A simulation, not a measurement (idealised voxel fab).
The process module presented herein is designated voxel double patterning.
Cross-section cut spans 255 nm and uses square cells 5 nm in size.
We lay out every cross-section as a grid of square cells and spell it out in bands from the top down, where one band means one or more rows of cells. Top height, bottom height, nm. Materials left to right, width each, nm. Single material + "full width" = fills band edge to edge. "empty" = empty. It should be noted that heights are counted from 0, beneath which the wafer as supplied is of one material throughout, and that the lowest band possesses no lower boundary but continues downward, as written in "top 0, no bottom". Width: "30..40" (first number = top row, second number = bottom row, same change from row to row of cells). Take "remained the same" at face value: in the step it is given for, the cross-section changed in none of its cells. Empty spaces without an open route to the top, at least 8 cells in extent, make up the entry "Sealed internal cavities"; each is given as width x height at distance, where the distance is measured from the left edge, and all are in nm. On each step's line, the part that comes after the settings is the simulator's own comment on the step. overlay nm: mask offset rightward from planned place, masked step; negative means leftward offset.

The following list gives the planned process steps:
1) RECEIVE: material Si
2) CONFORMAL_DEP: material SiO2, thk nm 5
3) DIRECTIONAL_DEP: material W, thk nm 15
4) DIRECTIONAL_DEP: material SiCN, thk nm 10
5) DIRECTIONAL_DEP: material aC, thk nm 15
6) PATTERN: tone open, mask id FIRST, material resist, width nm 15, pitch nm 50, thk nm 30, overlay nm 0
7) DIRECTIONAL_ETCH: etch materials aC, depth nm 15
8) STRIP: etch materials resist
9) DIRECTIONAL_ETCH: etch materials SiCN, depth nm 10
10) STRIP: etch materials aC
11) PATTERN: tone open, mask id SECOND, material resist, width nm 15, thk nm 20, overlay nm 0
12) DIRECTIONAL_ETCH: etch materials SiCN, depth nm 10
13) STRIP: etch materials resist
14) DIRECTIONAL_ETCH: etch materials W, depth nm 15
15) STRIP: etch materials SiCN

First out of two wafers; run went to plan:

As-received state of the wafer in cross-section, equivalent to post-step 1:
top 0, no bottom = Si full width
Sealed internal cavities: none

Step 2 done - wafer cross-section:
top 5, bottom 0 = SiO2 full width
Under the height 0 nothing was changed.

Step 3 done - wafer cross-section:
top 20, bottom 5 = W full width
Under the height 5 nothing was changed.

Step 4 done - wafer cross-section:
top 30, bottom 20 = SiCN full width
Under the height 20 nothing was changed.

Step 5 done - wafer cross-section:
top 45, bottom 30 = aC full width
Under the height 30 nothing was changed.

Step 6 done - wafer cross-section:
top 75, bottom 45 = 95 resist | 15 empty | 35 resist | 15 empty | 95 resist
Under the height 45 nothing was changed.

Step 7 done - wafer cross-section:
top 60, bottom 45 = 95 resist | 15 empty | 35 resist | 15 empty | 95 resist
top 45, bottom 30 = 95 aC | 15 empty | 35 aC | 15 empty | 95 aC
Under the height 30 nothing was changed.

Step 8 done - wafer cross-section:
top 45, bottom 30 = 95 aC | 15 empty | 35 aC | 15 empty | 95 aC
Under the height 30 nothing was changed.

Step 9 done - wafer cross-section:
top 45, bottom 30 = 95 aC | 15 empty | 35 aC | 15 empty | 95 aC
top 30, bottom 20 = 95 SiCN | 15 empty | 35 SiCN | 15 empty | 95 SiCN
Under the height 20 nothing was changed.

Step 10 done - wafer cross-section:
top 30, bottom 20 = 95 SiCN | 15 empty | 35 SiCN | 15 empty | 95 SiCN
Under the height 20 nothing was changed.

Step 11 done - wafer cross-section:
top 50, bottom 30 = 120 resist | 15 empty | 120 resist
top 30, bottom 20 = 95 SiCN | 15 resist | 35 SiCN | 15 resist | 95 SiCN
Under the height 20 nothing was changed.

Step 12 done - wafer cross-section:
top 50, bottom 30 = 120 resist | 15 empty | 120 resist
top 30, bottom 20 = 95 SiCN | 15 resist | 10 SiCN | 15 empty | 10 SiCN | 15 resist | 95 SiCN
Under the height 20 nothing was changed.

Step 13 done - wafer cross-section:
top 30, bottom 20 = 95 SiCN | 15 empty | 10 SiCN | 15 empty | 10 SiCN | 15 empty | 95 SiCN
Under the height 20 nothing was changed.

Step 14 done - wafer cross-section:
top 30, bottom 20 = 95 SiCN | 15 empty | 10 SiCN | 15 empty | 10 SiCN | 15 empty | 95 SiCN
top 20, bottom 5 = 95 W | 15 empty | 10 W | 15 empty | 10 W | 15 empty | 95 W
Under the height 5 nothing was changed.

Step 15 done - wafer cross-section:
top 20, bottom 5 = 95 W | 15 empty | 10 W | 15 empty | 10 W | 15 empty | 95 W
Under the height 5 nothing was changed.

Wafer two of two - same starting point, same process plan, one mistake in execution; matches wafer one up to and including step 2:

Here is the second wafer in cross-section at the point where step 3 of the plan should have been done:
top 35, bottom 5 = W full width
Under the height 5 nothing was changed.

Here is the second wafer in cross-section at the point where step 4 of the plan should have been done:
top 45, bottom 35 = SiCN full width
Under the height 35 nothing was changed.

Here is the second wafer in cross-section at the point where step 5 of the plan should have been done:
top 60, bottom 45 = aC full width
Under the height 45 nothing was changed.

Here is the second wafer in cross-section at the point where step 6 of the plan should have been done:
top 90, bottom 60 = 95 resist | 15 empty | 35 resist | 15 empty | 95 resist
Under the height 60 nothing was changed.

Here is the second wafer in cross-section at the point where step 7 of the plan should have been done:
top 75, bottom 60 = 95 resist | 15 empty | 35 resist | 15 empty | 95 resist
top 60, bottom 45 = 95 aC | 15 empty | 35 aC | 15 empty | 95 aC
Under the height 45 nothing was changed.

Here is the second wafer in cross-section at the point where step 8 of the plan should have been done:
top 60, bottom 45 = 95 aC | 15 empty | 35 aC | 15 empty | 95 aC
Under the height 45 nothing was changed.

Here is the second wafer in cross-section at the point where step 9 of the plan should have been done:
top 60, bottom 45 = 95 aC | 15 empty | 35 aC | 15 empty | 95 aC
top 45, bottom 35 = 95 SiCN | 15 empty | 35 SiCN | 15 empty | 95 SiCN
Under the height 35 nothing was changed.

Here is the second wafer in cross-section at the point where step 10 of the plan should have been done:
top 45, bottom 35 = 95 SiCN | 15 empty | 35 SiCN | 15 empty | 95 SiCN
Under the height 35 nothing was changed.

Here is the second wafer in cross-section at the point where step 11 of the plan should have been done:
top 65, bottom 45 = 120 resist | 15 empty | 120 resist
top 45, bottom 35 = 95 SiCN | 15 resist | 35 SiCN | 15 resist | 95 SiCN
Under the height 35 nothing was changed.

Here is the second wafer in cross-section at the point where step 12 of the plan should have been done:
top 65, bottom 45 = 120 resist | 15 empty | 120 resist
top 45, bottom 35 = 95 SiCN | 15 resist | 10 SiCN | 15 empty | 10 SiCN | 15 resist | 95 SiCN
Under the height 35 nothing was changed.

Here is the second wafer in cross-section at the point where step 13 of the plan should have been done:
top 45, bottom 35 = 95 SiCN | 15 empty | 10 SiCN | 15 empty | 10 SiCN | 15 empty | 95 SiCN
Under the height 35 nothing was changed.

Here is the second wafer in cross-section at the point where step 14 of the plan should have been done:
top 45, bottom 35 = 95 SiCN | 15 empty | 10 SiCN | 15 empty | 10 SiCN | 15 empty | 95 SiCN
top 35, bottom 20 = 95 W | 15 empty | 10 W | 15 empty | 10 W | 15 empty | 95 W
Under the height 20 nothing was changed.

Here is the second wafer in cross-section at the point where step 15 of the plan should have been done:
top 35, bottom 20 = 95 W | 15 empty | 10 W | 15 empty | 10 W | 15 empty | 95 W
Under the height 20 nothing was changed.
Finding, execution versus plan: the plan had its step 3 run twice
End of process, cell counts, second wafer against first, materials with more or fewer: +153 W
